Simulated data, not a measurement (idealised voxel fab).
Process module under the name voxel self aligned contacts
Each square cell in cross-section cut measures 5 nm, and the section as a whole is 205 nm wide.
Format of a cross-section: grid, square cells. Given as bands. Order: top down. Band: one or more rows of cells.
Basically the band line says how high the top is and how high the bottom is, in nm, and then what's in it from left to right, every material with its width in nm. Empty space shows up as "blank", and if a single material carries "everywhere" it runs the full band edge to edge.
Height reference: 0 = level under which incoming wafer is all one material. Lowest band: no bottom, runs on downward, e.g. "top 0, no bottom".
You'd read "30->40" like this: the band's top row of cells is as wide as the first number, its bottom row is as wide as the second, and going down, every row changes width by the same amount as the row before did.
Given "no alteration" for a step, no cell of the cross-section differs between before and after that step.
The list in "Closed cavities" covers empty spaces of 8 cells or more that cannot reach the top through any open way, and it gives each as width x height at distance; the distance is from the left edge, and width, height and distance are in nm.
That trailing text on a step's line, after the settings, is the simulator's own remark on the step.
overlay nm: right-of-plan distance of the mask on a masked step; negative values mean left-of-plan.

PROCESS STEPS (PLANNED)
1: RECEIVE | material Si
2: CONFORMAL_DEP | material SiO2 | thk nm 5
3: DIRECTIONAL_DEP | material polySi | thk nm 25
4: DIRECTIONAL_DEP | material SiN | thk nm 20
5: PATTERN | tone cover | mask id GATE | material resist | width nm 25 | pitch nm 50 | thk nm 15 | overlay nm 0
6: DIRECTIONAL_ETCH | etch materials SiN | depth nm 20
7: DIRECTIONAL_ETCH | etch materials polySi | depth nm 25
8: STRIP | etch materials resist
9: CONFORMAL_DEP | material SiN | thk nm 5
10: DIRECTIONAL_ETCH | etch materials SiN | depth nm 5
11: FILL_DEP | material SiO2 | thk nm 20
12: CMP | height nm 60
13: DIRECTIONAL_DEP | material aC | thk nm 15
14: PATTERN | tone open | mask id CONTACT | material resist | width nm 35 | pitch nm 50 | thk nm 30 | overlay nm 0
15: DIRECTIONAL_ETCH | etch materials aC | depth nm 15
16: STRIP | etch materials resist
17: DIRECTIONAL_ETCH | etch materials SiO2 | depth nm 60
18: STRIP | etch materials aC
19: CONFORMAL_DEP | material TiN | thk nm 5
20: FILL_DEP | material W | thk nm 5
21: CMP | height nm 60
22: CONFORMAL_DEP | material SiN | thk nm 5

CROSS-SECTIONAL VIEW OF THE WAFER IN ITS AS-RECEIVED CONDITION, CORRESPONDING TO THE STATE AFTER STEP 1
  top 0, no bottom: Si everywhere
  Closed cavities: none

FIRST OF TWO WAFERS: CROSS-SECTION AT END OF MODULE, RUN PER PLAN
  top 65, bottom 60: SiN everywhere
  top 60, bottom 50: 60 nm SiO2 | 5->15 nm TiN | 25->5 nm W | 5->15 nm TiN | 15 nm SiO2 | 5->15 nm TiN | 25->5 nm W | 5->15 nm TiN | 60 nm SiO2
  top 50, bottom 30: 35 nm SiO2 | 35 nm SiN | 5 nm TiN | 5 nm W | 5 nm TiN | 35 nm SiN | 5 nm TiN | 5 nm W | 5 nm TiN | 35 nm SiN | 35 nm SiO2
  top 30, bottom 5: 35 nm SiO2 | 5 nm SiN | 25 nm polySi | 5 nm SiN | 5 nm TiN | 5 nm W | 5 nm TiN | 5 nm SiN | 25 nm polySi | 5 nm SiN | 5 nm TiN | 5 nm W | 5 nm TiN | 5 nm SiN | 25 nm polySi | 5 nm SiN | 35 nm SiO2
  top 5, bottom 0: 70 nm SiO2 | 15 nm TiN | 35 nm SiO2 | 15 nm TiN | 70 nm SiO2
  top 0, no bottom: Si everywhere
  Closed cavities: none

THIS IS THE SECOND OF THE TWO WAFERS, CROSS-SECTIONED AT THE END OF THE MODULE; IT STARTED EXACTLY LIKE THE FIRST AND WAS GIVEN THE SAME PLAN, BUT IT WAS RUN WITH ONE MISTAKE
  top 65, bottom 60: SiN everywhere
  top 60, bottom 50: 60 nm SiO2 | 5->15 nm TiN | 25->5 nm aC | 5->15 nm TiN | 15 nm SiO2 | 5->15 nm TiN | 25->5 nm aC | 5->15 nm TiN | 60 nm SiO2
  top 50, bottom 30: 35 nm SiO2 | 35 nm SiN | 5 nm TiN | 5 nm aC | 5 nm TiN | 35 nm SiN | 5 nm TiN | 5 nm aC | 5 nm TiN | 35 nm SiN | 35 nm SiO2
  top 30, bottom 5: 35 nm SiO2 | 5 nm SiN | 25 nm polySi | 5 nm SiN | 5 nm TiN | 5 nm aC | 5 nm TiN | 5 nm SiN | 25 nm polySi | 5 nm SiN | 5 nm TiN | 5 nm aC | 5 nm TiN | 5 nm SiN | 25 nm polySi | 5 nm SiN | 35 nm SiO2
  top 5, bottom 0: 70 nm SiO2 | 15 nm TiN | 35 nm SiO2 | 15 nm TiN | 70 nm SiO2
  top 0, no bottom: Si everywhere
  Closed cavities: none
Short version of what went wrong: step 20 went in with a setting other than planned; the actual run was FILL_DEP | material aC | thk nm 5
Looking at both finished wafers in cells, the second ends up ahead of or behind the first on some materials: W: 30 fewer | aC: 30 more
